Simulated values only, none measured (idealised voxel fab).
The document below concerns the process module designated voxel local oxidation.
FYI the section here is cut, 295 nm wide, cells are 5 nm squares.
Cross-section spec: square-cell grid; bands listed top down; each band is one or more rows. A band entry consists of two parts. The first gives the height of the band's top and the height of its bottom, in nm. The rest lists the band's materials from left to right, each with its width in nm. A single material labelled with the word "throughout" fills the band from edge to edge, and the word "empty" marks empty space. We count height from 0. Below that, the starting wafer is all one material. The lowest band never ends at the bottom but goes on down; see "0..down" for how that is written. Quick explanation for "30->40": the width changes in equal steps down the rows of cells, from the first number in the band's top row to the second number in its bottom row. The designation "nothing changed", where it is given for a processing step, indicates that no cell of the cross-section was altered in the course of that step. You'll see "closed voids" listing empty spaces that have no way open to the top, as long as they're 8 cells or more; the notation is width x height at distance, where the distance is from the left edge, and all of it is in nm. Step line, after settings: the simulator's comment on this step. A step's line can hold "overlay nm"; with a mask on that step, the setting says how far right of the planned place the mask lay, while a negative setting says it lay to the left.

The planned process steps are enumerated hereunder
step 1: RECEIVE, material Si
step 2: CONFORMAL_DEP, material SiO2, thk nm 5
step 3: CONFORMAL_DEP, material SiN, thk nm 10
step 4: DIRECTIONAL_DEP, material aC, thk nm 15
step 5: PATTERN, tone cover, mask id ACTIVE, material resist, width nm 100, pitch nm 130, thk nm 35, overlay nm 0
step 6: DIRECTIONAL_ETCH, etch materials aC, depth nm 15
step 7: STRIP, etch materials resist
step 8: DIRECTIONAL_ETCH, etch materials SiN, depth nm 10
step 9: STRIP, etch materials aC
step 10: SELECTIVE_ETCH, etch materials SiO2, depth nm 5
step 11: OXIDIZE, depth nm 10
step 12: STRIP, etch materials SiN

First wafer out of two, processed as planned

Cross-section of the incoming wafer, state after step 1
> 0..down  Si throughout
> closed voids: none

Upon completion of step 2, the wafer appears in cross-section as shown
> 5..0  SiO2 throughout
> Everything below 0 is unchanged.

Upon completion of step 3, the wafer appears in cross-section as shown
> 15..5  SiN throughout
> Everything below 5 is unchanged.

Upon completion of step 4, the wafer appears in cross-section as shown
> 30..15  aC throughout
> Everything below 15 is unchanged.

Upon completion of step 5, the wafer appears in cross-section as shown
> 65..30  empty 30 nm | resist 100 nm | empty 30 nm | resist 100 nm | empty 35 nm
> Everything below 30 is unchanged.

Upon completion of step 6, the wafer appears in cross-section as shown
> 50..30  empty 30 nm | resist 100 nm | empty 30 nm | resist 100 nm | empty 35 nm
> 30..15  empty 30 nm | aC 100 nm | empty 30 nm | aC 100 nm | empty 35 nm
> Everything below 15 is unchanged.

Upon completion of step 7, the wafer appears in cross-section as shown
> 30..15  empty 30 nm | aC 100 nm | empty 30 nm | aC 100 nm | empty 35 nm
> Everything below 15 is unchanged.

Upon completion of step 8, the wafer appears in cross-section as shown
> 30..15  empty 30 nm | aC 100 nm | empty 30 nm | aC 100 nm | empty 35 nm
> 15..5  empty 30 nm | SiN 100 nm | empty 30 nm | SiN 100 nm | empty 35 nm
> Everything below 5 is unchanged.

Upon completion of step 9, the wafer appears in cross-section as shown
> 15..5  empty 30 nm | SiN 100 nm | empty 30 nm | SiN 100 nm | empty 35 nm
> Everything below 5 is unchanged.

Upon completion of step 10, the wafer appears in cross-section as shown
> 15..5  empty 30 nm | SiN 100 nm | empty 30 nm | SiN 100 nm | empty 35 nm
> 5..0  empty 35 nm | SiO2 90 nm | empty 40 nm | SiO2 90 nm | empty 40 nm
> Everything below 0 is unchanged.

Upon completion of step 11, the wafer appears in cross-section as shown
> 15..5  empty 30 nm | SiN 100 nm | empty 30 nm | SiN 100 nm | empty 35 nm
> 5..0  empty 35 nm | SiO2 90 nm | empty 40 nm | SiO2 90 nm | empty 40 nm
> 0..-10  SiO2 45 nm | Si 70 nm | SiO2 60 nm | Si 70 nm | SiO2 50 nm
> Everything below -10 is unchanged.

Upon completion of step 12, the wafer appears in cross-section as shown
> 5..0  empty 35 nm | SiO2 90 nm | empty 40 nm | SiO2 90 nm | empty 40 nm
> Everything below 0 is unchanged.

The second wafer: identical to the first at the outset and in its planned sequence, differing only in that one mistake was made during processing; up to and including step 10, its path is the first wafer's path

Look at the second wafer in cross-section at the time step 11 ought to have finished
> 15..5  empty 30 nm | SiN 100 nm | empty 30 nm | SiN 100 nm | empty 35 nm
> 5..0  empty 35 nm | SiO2 90 nm | empty 40 nm | SiO2 90 nm | empty 40 nm
> 0..-15  SiO2 50 nm | Si 60 nm | SiO2 70 nm | Si 60 nm | SiO2 55 nm
> Everything below -15 is unchanged.

Look at the second wafer in cross-section at the time step 12 ought to have finished
> 5..0  empty 35 nm | SiO2 90 nm | empty 40 nm | SiO2 90 nm | empty 40 nm
> Everything below 0 is unchanged.
Here's what went sideways: step 11 ran with different settings than intended, the actual operation and settings being OXIDIZE, depth nm 15
It is noted that, at the conclusion of processing, the second wafer exhibits a higher or lower cell count for certain materials relative to the first: Si: 43 fewer | SiO2: 43 more
